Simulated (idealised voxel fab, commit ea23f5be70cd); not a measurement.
Title: Process Module voxel air gaps
Square cells of 5 nm make up the cross-section cut, whose width is 210 nm.
This document writes a cross-section as a grid whose cells are square, and gives it as bands, listed from the top down; one or more rows of cells form a band. For a band, the entry starts with two heights in nm, that of the top and then that of the bottom, and carries on with the band's materials in order from left to right, each alongside its width in nm; the word "full width" beside a single material means it fills the band edge to edge, and "blank" means empty space. Heights are measured from 0, the level below which the as-received wafer is all one material; the lowest band has no bottom and continues downward, written as in "top 0, no bottom". Width spec "30..40" -> top row of cells at first value, bottom row at second value, equal per-row change in between. "same as before" after a step means that no cell of the cross-section changed. "Closed void listing" - sealed voids, min. 8 cells, no opening to top; format: width x height at distance (distance from left edge; nm throughout). That trailing text on a step's line, after the settings, is the simulator's own remark on the step. You can add "overlay nm" to a step's line. For a step with a mask, it describes how far the mask lay to the right of its planned position, and a negative number describes a lay to the left.
These are the steps we planned for the process:
1. RECEIVE (material Si)
2. CONFORMAL_DEP (material SiO2; thk nm 10)
3. CONFORMAL_DEP (material SiN; thk nm 5)
4. DIRECTIONAL_DEP (material SiO2; thk nm 35)
5. MASKED_ETCH (tone open; mask id LINES; width nm 15; pitch nm 40; etch materials SiO2; depth nm 35; overlay nm 0)
6. CONFORMAL_DEP (material TiN; thk nm 5)
7. FILL_DEP (material Cu; thk nm 5)
8. CMP (height nm 50)
9. EPI (material Ru; thk nm 10)
10. SELECTIVE_ETCH (etch materials SiO2; depth nm 45)
11. CONFORMAL_DEP (material SiCN; thk nm 5)
This is the cross-section of the wafer as we received it, i.e. after step 1:
top 0, no bottom  Si full width
Closed void listing: none
What the wafer looks like in cross-section after this module, when it starts as shown above and follows the plan above but one mistake is made in running it:
top 65, bottom 60  SiCN full width
top 60, bottom 50  Ru full width
top 50, bottom 20  Cu (50) / TiN (5) / SiO2 (15) / TiN (5) / Cu (15) / TiN (5) / SiO2 (15) / TiN (5) / Cu (15) / TiN (5) / SiO2 (15) / TiN (5) / Cu (55)
top 20, bottom 15  TiN (55) / SiO2 (15) / TiN (25) / SiO2 (15) / TiN (25) / SiO2 (15) / TiN (60)
top 15, bottom 10  SiN full width
top 10, bottom 0  SiO2 full width
top 0, no bottom  Si full width
Closed void listing: none
What was the processing mistake? step 5 was not run as planned; what actually ran was MASKED_ETCH (tone cover; mask id LINES; width nm 15; pitch nm 40; etch materials SiO2; depth nm 35; overlay nm 0)
